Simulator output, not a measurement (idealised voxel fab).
process module | voxel self aligned vias
cross-section cut | 300 nm wide | cells 5 nm
A cross-section is a grid of square cells, given in bands from the top down. A band is one or more rows of cells.
Each band's line starts with the height of the band's top and of its bottom, in nm. Then come its materials from left to right, each with its width in nm. One material with "throughout" fills the band from edge to edge. "air" is empty space.
Height 0 is the level under which the wafer as received is all one material. The lowest band goes on downwards, as in "0 down".
A width such as "30 to 40" changes by the same amount from each row of cells to the next, from the band's top row to its bottom row.
"no change" after a step means that no cell of the cross-section changed.
closed voids: empty space of 8 cells or more with no open way to the top, each as width x height at its distance from the left edge, in nm
after a step's settings: what the simulator itself notes on the step
overlay nm, on a step with a mask: how far to the right of its planned place the mask lay; to the left if negative
plan
1 op RECEIVE | material Si
2 op CONFORMAL_DEP | material SiO2 | thk nm 15
3 op CONFORMAL_DEP | material SiCN | thk nm 5
4 op DIRECTIONAL_DEP | material SiO2 | thk nm 30
5 op MASKED_ETCH | tone open | mask id LINES | width nm 30 | pitch nm 55 | etch materials SiO2 | depth nm 30 | overlay nm -15
6 op CONFORMAL_DEP | material TiN | thk nm 5
7 op FILL_DEP | material Ru | thk nm 10
8 op CMP | height nm 50
9 op SELECTIVE_ETCH | etch materials W Ru TiN | depth nm 10
10 op FILL_DEP | material SiN | thk nm 5
11 op CMP | height nm 50
12 op DIRECTIONAL_DEP | material SiO2 | thk nm 15
13 op PATTERN | tone open | mask id VIAS | material resist | width nm 40 | pitch nm 110 | thk nm 20 | overlay nm 0
14 op DIRECTIONAL_ETCH | etch materials SiO2 | depth nm 15
15 op DIRECTIONAL_ETCH | etch materials SiN | depth nm 10
16 op STRIP | etch materials resist
17 op CONFORMAL_DEP | material TiN | thk nm 5
18 op FILL_DEP | material Cu | thk nm 5
19 op CMP | height nm 65
20 op CONFORMAL_DEP | material SiN | thk nm 5
varied across the wafers: overlay nm of step 5. The plan shows the first wafer's value. All wafers start alike
first wafer as received, after step 1
  0 down: Si throughout
  closed voids: none
first wafer at the end, after step 20
  70 to 65: SiN throughout
  65 to 55: SiO2 75 | TiN 5 | Cu 30 | TiN 5 | SiO2 70 | TiN 5 | Cu 30 | TiN 5 | SiO2 75
  55 to 50: SiO2 75 | TiN 5 | Cu 10 | TiN 25 | SiO2 70 | TiN 5 | Cu 10 | TiN 25 | SiO2 75
  50 to 45: SiO2 65 | SiN 10 | TiN 5 | Cu 10 | TiN 5 | SiO2 25 | SiN 30 | SiO2 25 | SiN 10 | TiN 5 | Cu 10 | TiN 5 | SiO2 95
  45 to 40: SiO2 65 | SiN 10 | TiN 20 | SiO2 25 | SiN 30 | SiO2 25 | SiN 10 | TiN 20 | SiO2 95
  40 to 25: SiO2 65 | TiN 5 | Ru 20 | TiN 5 | SiO2 25 | TiN 5 | Ru 20 | TiN 5 | SiO2 25 | TiN 5 | Ru 20 | TiN 5 | SiO2 95
  25 to 20: SiO2 65 | TiN 30 | SiO2 25 | TiN 30 | SiO2 25 | TiN 30 | SiO2 95
  20 to 15: SiCN throughout
  15 to 0: SiO2 throughout
  0 down: Si throughout
  closed voids: none
last wafer at the end
  70 to 65: SiN throughout
  65 to 55: SiO2 75 | TiN 5 | Cu 30 | TiN 5 | SiO2 70 | TiN 5 | Cu 30 | TiN 5 | SiO2 75
  55 to 50: SiO2 75 | TiN 25 | Cu 10 | TiN 5 | SiO2 70 | TiN 25 | Cu 10 | TiN 5 | SiO2 75
  50 to 45: SiO2 95 | TiN 5 | Cu 10 | TiN 5 | SiN 10 | SiO2 25 | SiN 30 | SiO2 25 | TiN 5 | Cu 10 | TiN 5 | SiN 10 | SiO2 65
  45 to 40: SiO2 95 | TiN 20 | SiN 10 | SiO2 25 | SiN 30 | SiO2 25 | TiN 20 | SiN 10 | SiO2 65
  40 to 25: SiO2 95 | TiN 5 | Ru 20 | TiN 5 | SiO2 25 | TiN 5 | Ru 20 | TiN 5 | SiO2 25 | TiN 5 | Ru 20 | TiN 5 | SiO2 65
  25 to 20: SiO2 95 | TiN 30 | SiO2 25 | TiN 30 | SiO2 25 | TiN 30 | SiO2 65
  20 to 15: SiCN throughout
  15 to 0: SiO2 throughout
  0 down: Si throughout
  closed voids: none
each wafer at the end: cells of each material gained (+) or lost (-) since it was received, then its closed voids
overlay nm -15 | +32 Cu | +36 Ru | +60 SiCN | +80 SiN | +564 SiO2 | +68 TiN | closed voids: none
overlay nm -10 | +36 Cu | +36 Ru | +60 SiCN | +76 SiN | +564 SiO2 | +68 TiN | closed voids: none
overlay nm -5 | +40 Cu | +36 Ru | +60 SiCN | +72 SiN | +564 SiO2 | +68 TiN | closed voids: none
overlay nm 0 | +40 Cu | +36 Ru | +60 SiCN | +72 SiN | +564 SiO2 | +68 TiN | closed voids: none
overlay nm 5 | +40 Cu | +36 Ru | +60 SiCN | +72 SiN | +564 SiO2 | +68 TiN | closed voids: none
overlay nm 10 | +36 Cu | +36 Ru | +60 SiCN | +76 SiN | +564 SiO2 | +68 TiN | closed voids: none
overlay nm 15 | +32 Cu | +36 Ru | +60 SiCN | +80 SiN | +564 SiO2 | +68 TiN | closed voids: none
